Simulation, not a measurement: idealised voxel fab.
process module | voxel self aligned vias
The cross-section on display is named cut; it measures 295 nm wide, and its cells are 5 nm squares.
For the purposes of this document, a cross-section shall be understood as a grid of square cells, specified as bands listed in top-to-bottom order, each band consisting of one or more rows of cells. The band entry comprises the height of the band's top followed by the height of its bottom, expressed in nm, and subsequently the band's materials from left to right, each stated together with its width in nm. Where a single material is marked with the word "edge to edge", that material fills the band from edge to edge. The word "empty" represents empty space. Below 0: as-received wafer, all one material; heights counted from there. Lowest band: no bottom, goes on down, written "from 0 down". It should be noted that a width expressed as "30 to 40" varies in equal increments from row to row of cells within the band, taking the value of the first number at the top row and that of the second number at the bottom row. When a step is marked "all unchanged", none of the cells in the cross-section changed during that step. Empty spaces without an open route to the top, at least 8 cells in extent, make up the entry "Sealed void inventory"; each is given as width x height at distance, where the distance is measured from the left edge, and all are in nm. It should be noted that, on the line of a given step, the content following the step's settings is a remark produced by the simulator itself with respect to that step. overlay nm: mask offset rightward from planned place, masked step; negative means leftward offset.

## Here's what the planned process steps look like
- 1: RECEIVE [material Si]
- 2: CONFORMAL_DEP [material SiO2] [thk nm 10]
- 3: CONFORMAL_DEP [material SiCN] [thk nm 5]
- 4: DIRECTIONAL_DEP [material lowk] [thk nm 25]
- 5: DIRECTIONAL_DEP [material aC] [thk nm 10]
- 6: PATTERN [tone open] [mask id LINES] [material resist] [width nm 25] [pitch nm 50] [thk nm 30] [overlay nm 0]
- 7: DIRECTIONAL_ETCH [etch materials aC] [depth nm 10]
- 8: STRIP [etch materials resist]
- 9: DIRECTIONAL_ETCH [etch materials lowk] [depth nm 25]
- 10: STRIP [etch materials aC]
- 11: CONFORMAL_DEP [material TiN] [thk nm 5]
- 12: FILL_DEP [material Ru] [thk nm 5]
- 13: CMP [height nm 40]
- 14: SELECTIVE_ETCH [etch materials W Ru TiN] [depth nm 5]
- 15: FILL_DEP [material SiN] [thk nm 10]
- 16: CMP [height nm 40]
- 17: DIRECTIONAL_DEP [material lowk] [thk nm 15]
- 18: PATTERN [tone open] [mask id VIAS] [material resist] [width nm 35] [thk nm 15] [overlay nm 0]
- 19: DIRECTIONAL_ETCH [etch materials lowk] [depth nm 15]
- 20: DIRECTIONAL_ETCH [etch materials SiN] [depth nm 5]
- 21: STRIP [etch materials resist]
- 22: CONFORMAL_DEP [material TiN] [thk nm 5]
- 23: FILL_DEP [material Cu] [thk nm 10]
- 24: CMP [height nm 55]
- 25: CONFORMAL_DEP [material SiCN] [thk nm 5]

## The cross-section here shows the wafer as received, i.e. in its state after step 1
    from 0 down  Si edge to edge
    Sealed void inventory: none

## Here's the wafer cut in cross-section after the module, started and planned just like above, except one thing was done wrong in the run
    from 60 to 55  SiCN edge to edge
    from 55 to 45  lowk 110 nm, TiN 5 nm, Cu 20 nm, TiN 5 nm, lowk 155 nm
    from 45 to 40  lowk 110 nm, TiN 5 nm, Cu 15 nm, TiN 10 nm, lowk 155 nm
    from 40 to 35  lowk 110 nm, TiN 25 nm, lowk 25 nm, SiN 25 nm, lowk 110 nm
    from 35 to 20  lowk 110 nm, TiN 5 nm, Ru 15 nm, TiN 5 nm, lowk 25 nm, TiN 5 nm, Ru 15 nm, TiN 5 nm, lowk 110 nm
    from 20 to 15  lowk 110 nm, TiN 25 nm, lowk 25 nm, TiN 25 nm, lowk 110 nm
    from 15 to 10  SiCN edge to edge
    from 10 to 0  SiO2 edge to edge
    from 0 down  Si edge to edge
    Sealed void inventory: none
It is concluded that the wafer was processed incorrectly with respect to the plan, in that step 18 deviated from plan and actually ran as PATTERN [tone open] [mask id VIAS] [material resist] [width nm 30] [thk nm 15] [overlay nm 0]
